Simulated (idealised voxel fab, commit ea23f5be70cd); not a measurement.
This section sets out a process module, namely voxel air gaps.
210 nm wide, 5 nm square cells: that's cross-section cut.
Each cross-section below is a grid of square cells, stated as bands in top-down order, with one or more rows of cells making up each band. What a band's entry tells you: where the top is and where the bottom is, as heights in nm, and after that what lies inside, material by material from left to right, each with its width in nm. Empty space is written as the word "empty", and a single material marked with the word "throughout" occupies the band from edge to edge. Heights from 0 (as-received wafer is one material below). Bottom band endless downward, as "0 down". Read "30 to 40" as a graded width: first number on top, second number at the bottom, same change between each pair of neighbouring rows. No cell of the cross-section changed in a step that is given as "stayed the same". The entry titled "Closed void entries" provides the empty spaces that have no open way to the top, restricted to those of 8 cells or more. Each is presented as width x height at distance, the distance being measured from the left edge, with all three in nm. Anything after a step's settings on that line? It's the simulator's own note about the step. A step line may carry the setting "overlay nm", which, for steps involving a mask, states the distance by which the mask lay to the right of its intended position; negative values denote displacement to the left.
**Process steps - plan**
step 1: RECEIVE,material Si
step 2: CONFORMAL_DEP,material SiO2,thk nm 10
step 3: CONFORMAL_DEP,material SiN,thk nm 5
step 4: DIRECTIONAL_DEP,material SiO2,thk nm 35
step 5: MASKED_ETCH,tone open,mask id LINES,width nm 15,pitch nm 40,etch materials SiO2,depth nm 35,overlay nm 0
step 6: CONFORMAL_DEP,material TiN,thk nm 5
step 7: FILL_DEP,material Cu,thk nm 5
step 8: CMP,height nm 50
step 9: EPI,material Ru,thk nm 10
step 10: SELECTIVE_ETCH,etch materials SiO2,depth nm 45
step 11: CONFORMAL_DEP,material SiCN,thk nm 5
**This is the cross-section of the wafer as we received it, i.e. after step 1**
* 0 down: Si throughout
* Closed void entries: none
**Wafer cross-section at module end: first of two, run to plan**
* 65 to 60: empty: 40, SiCN: 125, empty: 45
* 60 to 50: empty: 40, SiCN: 5, Ru: 35, SiCN: 5, Ru: 35, SiCN: 5, Ru: 35, SiCN: 5, empty: 45
* 50 to 45: empty: 40, SiCN: 15, TiN: 5, Cu: 5, TiN: 5, SiCN: 25, TiN: 5, Cu: 5, TiN: 5, SiCN: 25, TiN: 5, Cu: 5, TiN: 5, SiCN: 15, empty: 45
* 45 to 20: empty: 50, SiCN: 5, TiN: 5, Cu: 5, TiN: 5, SiCN: 5, empty: 15, SiCN: 5, TiN: 5, Cu: 5, TiN: 5, SiCN: 5, empty: 15, SiCN: 5, TiN: 5, Cu: 5, TiN: 5, SiCN: 5, empty: 55
* 20 to 15: SiCN: 55, TiN: 15, SiCN: 25, TiN: 15, SiCN: 25, TiN: 15, SiCN: 60
* 15 to 10: SiN throughout
* 10 to 0: SiO2 throughout
* 0 down: Si throughout
* Closed void entries: 15 x 25 at 75; 15 x 25 at 115
**Wafer two, sectioned after the module: the first wafer's start, the first wafer's plan, and one mistake in how it was run**
* 65 to 60: empty: 45, SiCN: 125, empty: 40
* 60 to 50: empty: 45, SiCN: 5, Ru: 35, SiCN: 5, Ru: 35, SiCN: 5, Ru: 35, SiCN: 5, empty: 40
* 50 to 45: empty: 45, SiCN: 15, TiN: 5, Cu: 5, TiN: 5, SiCN: 25, TiN: 5, Cu: 5, TiN: 5, SiCN: 25, TiN: 5, Cu: 5, TiN: 5, SiCN: 15, empty: 40
* 45 to 20: empty: 55, SiCN: 5, TiN: 5, Cu: 5, TiN: 5, SiCN: 5, empty: 15, SiCN: 5, TiN: 5, Cu: 5, TiN: 5, SiCN: 5, empty: 15, SiCN: 5, TiN: 5, Cu: 5, TiN: 5, SiCN: 5, empty: 50
* 20 to 15: SiCN: 60, TiN: 15, SiCN: 25, TiN: 15, SiCN: 25, TiN: 15, SiCN: 55
* 15 to 10: SiN throughout
* 10 to 0: SiO2 throughout
* 0 down: Si throughout
* Closed void entries: 15 x 25 at 80; 15 x 25 at 120
Deviation noted in wafer processing: step 5 ran with different settings than intended, the actual operation and settings being MASKED_ETCH,tone open,mask id LINES,width nm 15,pitch nm 40,etch materials SiO2,depth nm 35,overlay nm 5
If you tally the cells, the second wafer ends up with the same amount of every material as the first; it's all just sitting in different places.
